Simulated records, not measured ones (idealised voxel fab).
Title: Process Module voxel ribs on slabs
Cross-sectional view cut (width: 185 nm; square cell size: 5 nm).
Notation: cross-section as square-cell grid; stated in bands, top first, going down; one or more cell rows per band. Band entry format. Leading values: height of top, height of bottom, nm. Remainder: materials in left-to-right order, each with its width in nm. Special words: "all across" on a single material, which then fills the band edge to edge; "air", empty space. The reference from which all heights are counted is 0, the level beneath which the as-received wafer is entirely one material; the lowest band, having no lower bound, proceeds downward and is written after the example "from 0 down". The expression "30->40" gives the width at the extremes of the band, the first number at its top row of cells and the second at its bottom row, with the width changing by equal amounts from each row to the next in between. A step reported as "nothing changed" is a step in which no cell of the cross-section changed. Empty spaces without an open route to the top, at least 8 cells in extent, make up the entry "Completely sealed voids"; each is given as width x height at distance, where the distance is measured from the left edge, and all are in nm. Formally, on a step line, whatever follows the settings is a remark that the simulator itself makes on the step. The optional step-line setting "overlay nm" applies to steps with a mask and quantifies how far to the right of its planned location the mask lay, a negative value indicating leftward placement.
# The process steps that were planned are listed below
step 1: RECEIVE (material Si)
step 2: DIRECTIONAL_DEP (material SiO2; thk nm 30)
step 3: DIRECTIONAL_DEP (material SiN; thk nm 20)
step 4: MASKED_ETCH (tone cover; mask id RIB; width nm 15; etch materials SiN; depth nm 15; overlay nm 0)
step 5: MASKED_ETCH (tone cover; mask id SLAB; width nm 65; etch materials SiN; depth nm 5; overlay nm 0)
step 6: FILL_DEP (material SiO2; thk nm 20)
step 7: CMP (height nm 60)
step 8: DIRECTIONAL_DEP (material TiN; thk nm 10)
step 9: MASKED_ETCH (tone cover; mask id HEATER; width nm 25; etch materials TiN; depth nm 10; overlay nm 0)
step 10: CONFORMAL_DEP (material SiN; thk nm 5)
# Cross-section of the wafer as it came to us, i.e., already through step 1
  from 0 down = Si all across
  Completely sealed voids: none
# Run as planned - first of the two wafers cross-sectioned at the end of the module
  from 75 to 70 = air=75, then SiN=35, then air=75
  from 70 to 65 = air=75, then SiN=5, then TiN=25, then SiN=5, then air=75
  from 65 to 60 = SiN=80, then TiN=25, then SiN=80
  from 60 to 50 = SiO2 all across
  from 50 to 35 = SiO2=85, then SiN=15, then SiO2=85
  from 35 to 30 = SiO2=60, then SiN=65, then SiO2=60
  from 30 to 0 = SiO2 all across
  from 0 down = Si all across
  Completely sealed voids: none
# Second wafer cross-section at end of module - shared start and plan with the first, one mistake in the run
  from 75 to 70 = SiN all across
  from 70 to 50 = SiO2 all across
  from 50 to 35 = SiO2=85, then SiN=15, then SiO2=85
  from 35 to 30 = SiO2=60, then SiN=65, then SiO2=60
  from 30 to 0 = SiO2 all across
  from 0 down = Si all across
  Completely sealed voids: none
Deviation noted in wafer processing: step 8: run off-plan, actual operation and settings DIRECTIONAL_DEP (material SiO2; thk nm 10)
Materials where the second wafer ends with more or fewer cells than the first: -4 SiN, +74 SiO2, -10 TiN
